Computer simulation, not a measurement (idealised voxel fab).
Process module in this document: voxel air gaps
This is section cut - it's 165 nm across, gridded in 5 nm square cells.
Cross-section format: a grid of square cells, given as bands from top to bottom; each band is one or more rows of cells. It is stipulated that each band's entry specify, in nanometres, the height of the top of the band and then that of its bottom, followed by the materials of the band in left-to-right sequence, each together with its width in nanometres. A single material marked by the word "all across" is understood to fill the band from edge to edge; the word "empty" is understood to denote empty space. Height datum 0, below which the as-received substrate wafer is one material. Lowest band open at the bottom, running downward: "0 -> down". The two numbers in a width such as "30 to 40" mark its ends across the band: the first belongs to the top row of cells, the second to the bottom row, and from each row to the next the width moves by the same amount. Step note "nothing got changed" = no cross-section cell changed. The entry "Cavities, sealed" lists the empty spaces that cover at least 8 cells and have no open path to the top. Each is written as width x height at distance, where the distance is measured from the left edge and all three values are in nm. after a step's settings: what the simulator itself notes on the step. overlay nm: right-of-plan distance of the mask on a masked step; negative values mean left-of-plan.
List of planned process steps
| 1 | RECEIVE,material Si |
| 2 | CONFORMAL_DEP,material SiO2,thk nm 15 |
| 3 | CONFORMAL_DEP,material SiCN,thk nm 5 |
| 4 | DIRECTIONAL_DEP,material lowk,thk nm 30 |
| 5 | DIRECTIONAL_DEP,material aC,thk nm 10 |
| 6 | PATTERN,tone open,mask id LINES,material resist,width nm 20,pitch nm 45,thk nm 25,overlay nm 0 |
| 7 | DIRECTIONAL_ETCH,etch materials aC,depth nm 10 |
| 8 | STRIP,etch materials resist |
| 9 | DIRECTIONAL_ETCH,etch materials lowk,depth nm 30 |
| 10 | STRIP,etch materials aC |
| 11 | CONFORMAL_DEP,material TiN,thk nm 5 |
| 12 | FILL_DEP,material Ru,thk nm 5 |
| 13 | CMP,height nm 50 |
| 14 | EPI,material Ru,thk nm 10 |
| 15 | SELECTIVE_ETCH,etch materials lowk,depth nm 40 |
| 16 | CONFORMAL_DEP,material SiCN,thk nm 5 |
Cross-section: wafer on arrival = after step 1
	0 -> down = Si all across
	Cavities, sealed: none
The cross-section shown corresponds to the wafer at the conclusion of the module. The initial structure and the process plan are those presented above; however, one mistake occurred in executing the plan
	65 -> 60 = empty 10 | SiCN 140 | empty 15
	60 -> 50 = empty 10 | SiCN 5 | Ru 40 | SiCN 5 | Ru 40 | SiCN 5 | Ru 40 | SiCN 5 | empty 15
	50 -> 45 = empty 10 | SiCN 15 | TiN 5 | Ru 10 | TiN 5 | SiCN 25 | TiN 5 | Ru 10 | TiN 5 | SiCN 25 | TiN 5 | Ru 10 | TiN 5 | SiCN 15 | empty 15
	45 -> 35 = empty 20 | SiCN 5 | TiN 5 | Ru 10 | TiN 5 | SiCN 5 | empty 15 | SiCN 5 | TiN 5 | Ru 10 | TiN 5 | SiCN 5 | empty 15 | SiCN 5 | TiN 5 | Ru 10 | TiN 5 | SiCN 5 | empty 25
	35 -> 30 = SiCN 25 | TiN 20 | SiCN 25 | TiN 20 | SiCN 25 | TiN 20 | SiCN 30
	30 -> 15 = SiCN all across
	15 -> 0 = SiO2 all across
	0 -> down = Si all across
	Cavities, sealed: none
Heads up, the wafer didn't run the way we planned it: so step 3 ended up running with a different setting than we planned, it ran as CONFORMAL_DEP,material SiCN,thk nm 15
